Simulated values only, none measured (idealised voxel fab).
The process module that follows is named voxel ribs on slabs.
Section cut is 265 nm wide and gridded with 5 nm square cells.
A cross-section in this document is a grid of square cells, and it is written down as bands, the top band listed before the ones below it; a band is made up of one or more rows of cells.
What a band's entry tells you: where the top is and where the bottom is, as heights in nm, and after that what lies inside, material by material from left to right, each with its width in nm. Empty space is written as the word "blank", and a single material marked with the word "full width" occupies the band from edge to edge.
Height reference: 0 = level under which incoming wafer is all one material. Lowest band: no bottom, runs on downward, e.g. "0 down".
Top row gets the first number, bottom row gets the second, and each row in between changes by the same step: that is how a band width like "30->40" works.
"remained the same" (step): cross-section cells unchanged, all of them.
"Sealed void listing" means: voids of 8 cells or more that are shut off from the top with no open way through. Written width x height at distance, distance from the left edge, in nm.
Heads up: the bit after the settings on a step's line is the simulator's remark on that step.
For masked steps, "overlay nm" on the step line gives how far right of plan the mask actually lay; a minus sign means it lay to the left.
plan:
1: RECEIVE (material Si)
2: DIRECTIONAL_DEP (material SiO2; thk nm 25)
3: DIRECTIONAL_DEP (material polySi; thk nm 15)
4: DIRECTIONAL_DEP (material aC; thk nm 15)
5: PATTERN (tone cover; mask id RIB; material resist; width nm 20; thk nm 30; overlay nm 0)
6: DIRECTIONAL_ETCH (etch materials aC; depth nm 15)
7: STRIP (etch materials resist)
8: DIRECTIONAL_ETCH (etch materials polySi; depth nm 5)
9: STRIP (etch materials aC)
10: DIRECTIONAL_DEP (material aC; thk nm 10)
11: PATTERN (tone cover; mask id SLAB; material resist; width nm 50; thk nm 25; overlay nm 0)
12: DIRECTIONAL_ETCH (etch materials aC; depth nm 10)
13: STRIP (etch materials resist)
14: DIRECTIONAL_ETCH (etch materials polySi; depth nm 10)
15: STRIP (etch materials aC)
16: FILL_DEP (material SiO2; thk nm 30)
17: CMP (height nm 60)
18: DIRECTIONAL_DEP (material W; thk nm 10)
19: MASKED_ETCH (tone cover; mask id HEATER; width nm 30; etch materials W; depth nm 10; overlay nm 0)
20: CONFORMAL_DEP (material SiO2; thk nm 10)
The cross-section here shows the wafer as received, i.e. in its state after step 1:
0 down = Si full width
Sealed void listing: none
Cross-section, end of module. Start: as above. Plan: as above. Execution: one mistake:
70 to 60 = blank: 115  W: 30  blank: 120
60 to 40 = SiO2 full width
40 to 35 = SiO2: 120  polySi: 20  SiO2: 125
35 to 25 = SiO2: 105  polySi: 50  SiO2: 110
25 to 0 = SiO2 full width
0 down = Si full width
Sealed void listing: none
Want to know what went wrong? the run left out plan step 20 entirely, so it was never executed
